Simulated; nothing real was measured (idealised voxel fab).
The process module presented herein is designated voxel capacitor over wiring.
We display cut, a cross-section 240 nm in width whose square cells are each 5 nm.
A cross-section is a grid of square cells, given in bands from the top down. A band is one or more rows of cells. Band: top height; bottom height; in nm. Then, left to right: material with width in nm, for each material. "everywhere": a single material spanning edge to edge. "empty": empty space. Below 0: as-received wafer, all one material; heights counted from there. Lowest band: no bottom, goes on down, written "0 -> down". With a width like "30..40", each row of cells in the band differs from the next by the same amount, the top row carrying the first number and the bottom row the second. Key: "nothing changed" - step with no changed cell in the cross-section. This entry, "Closed-off voids", enumerates those empty regions of no fewer than 8 cells that possess no open connection to the top. Each region is reported in the form width x height at distance, the distance being taken from the left edge, with all three quantities expressed in nm. Post-settings text on a step line: simulator's own remark regarding the step. overlay nm: mask right of planned place by this much (step with mask). Neg. = left.
LISTED BELOW ARE THE PROCESS STEPS AS PLANNED
1 RECEIVE, material Si
2 CONFORMAL_DEP, material SiO2, thk nm 15
3 CONFORMAL_DEP, material SiCN, thk nm 5
4 DIRECTIONAL_DEP, material lowk, thk nm 15
5 PATTERN, tone open, mask id METAL_1, material resist, width nm 20, pitch nm 70, thk nm 20, overlay nm 0
6 DIRECTIONAL_ETCH, etch materials lowk, depth nm 15
7 DIRECTIONAL_ETCH, etch materials SiCN, depth nm 5
8 STRIP, etch materials resist
9 CONFORMAL_DEP, material TiN, thk nm 5
10 FILL_DEP, material Cu, thk nm 10
11 CMP, height nm 35
12 CONFORMAL_DEP, material SiCN, thk nm 5
13 DIRECTIONAL_DEP, material lowk, thk nm 15
14 MASKED_ETCH, tone open, mask id PLUG_1, width nm 15, etch materials lowk, depth nm 15, overlay nm 0
15 MASKED_ETCH, tone open, mask id PLUG_1, width nm 15, etch materials SiCN, depth nm 5, overlay nm 0
16 CONFORMAL_DEP, material TiN, thk nm 5
17 FILL_DEP, material Cu, thk nm 10
18 CMP, height nm 55
19 DIRECTIONAL_DEP, material TiN, thk nm 5
20 DIRECTIONAL_DEP, material HfO2, thk nm 5
21 DIRECTIONAL_DEP, material TiN, thk nm 5
22 PATTERN, tone cover, mask id UPPER_PLATE, material resist, width nm 55, thk nm 15, overlay nm 0
23 DIRECTIONAL_ETCH, etch materials TiN, depth nm 5
24 DIRECTIONAL_ETCH, etch materials HfO2, depth nm 5
25 STRIP, etch materials resist
26 DIRECTIONAL_DEP, material aC, thk nm 15
27 PATTERN, tone cover, mask id LOWER_PLATE, material resist, width nm 65, thk nm 30, overlay nm 0
28 DIRECTIONAL_ETCH, etch materials aC, depth nm 15
29 STRIP, etch materials resist
30 DIRECTIONAL_ETCH, etch materials TiN, depth nm 5
31 STRIP, etch materials aC
32 FILL_DEP, material SiO2, thk nm 15
33 CMP, height nm 80
34 MASKED_ETCH, tone open, mask id PLUG_2, width nm 15, etch materials SiO2, depth nm 10, overlay nm 0
35 CONFORMAL_DEP, material TiN, thk nm 5
36 FILL_DEP, material Ru, thk nm 10
37 CMP, height nm 80
38 CONFORMAL_DEP, material SiN, thk nm 5
AS RECEIVED, AFTER STEP 1
0 -> down | Si everywhere
Closed-off voids: none
WAFER CROSS-SECTION AT MODULE END: FIRST OF TWO, RUN TO PLAN
85 -> 80 | SiN everywhere
80 -> 75 | SiO2: 90 | TiN: 5 | Ru: 5 | TiN: 5 | SiO2: 135
75 -> 65 | SiO2: 90..80 | TiN: 15..55 | SiO2: 135..105
65 -> 60 | SiO2: 80 | HfO2: 55 | SiO2: 105
60 -> 55 | SiO2: 75 | TiN: 65 | SiO2: 100
55 -> 40 | lowk: 80 | TiN: 5 | Cu: 5 | TiN: 5 | lowk: 145
40 -> 35 | SiCN: 80 | TiN: 15 | SiCN: 145
35 -> 20 | lowk: 75 | TiN: 5 | Cu: 10 | TiN: 5 | lowk: 50 | TiN: 5 | Cu: 10 | TiN: 5 | lowk: 75
20 -> 15 | SiCN: 75 | TiN: 20 | SiCN: 50 | TiN: 20 | SiCN: 75
15 -> 0 | SiO2 everywhere
0 -> down | Si everywhere
Closed-off voids: none
WAFER TWO, END OF MODULE, CROSS-SECTION. SAME START, SAME PLAN AS WAFER ONE. ONE MISTAKE IN THE RUN
85 -> 80 | SiN everywhere
80 -> 75 | SiO2: 90 | TiN: 5 | Ru: 5 | TiN: 5 | SiO2: 135
75 -> 70 | SiO2: 90 | TiN: 15 | SiO2: 135
70 -> 65 | SiO2 everywhere
65 -> 55 | SiO2: 80..75 | TiN: 55..65 | SiO2: 105..100
55 -> 40 | lowk: 80 | TiN: 5 | Cu: 5 | TiN: 5 | lowk: 145
40 -> 35 | SiCN: 80 | TiN: 15 | SiCN: 145
35 -> 20 | lowk: 75 | TiN: 5 | Cu: 10 | TiN: 5 | lowk: 50 | TiN: 5 | Cu: 10 | TiN: 5 | lowk: 75
20 -> 15 | SiCN: 75 | TiN: 20 | SiCN: 50 | TiN: 20 | SiCN: 75
15 -> 0 | SiO2 everywhere
0 -> down | Si everywhere
Closed-off voids: none
Misprocessing identified: the plan's step 20 was left out and never carried out
Once processing is complete, comparing cell counts shows that the second wafer has more or fewer of certain materials than the first: 11 fewer of HfO2, 11 more of SiO2
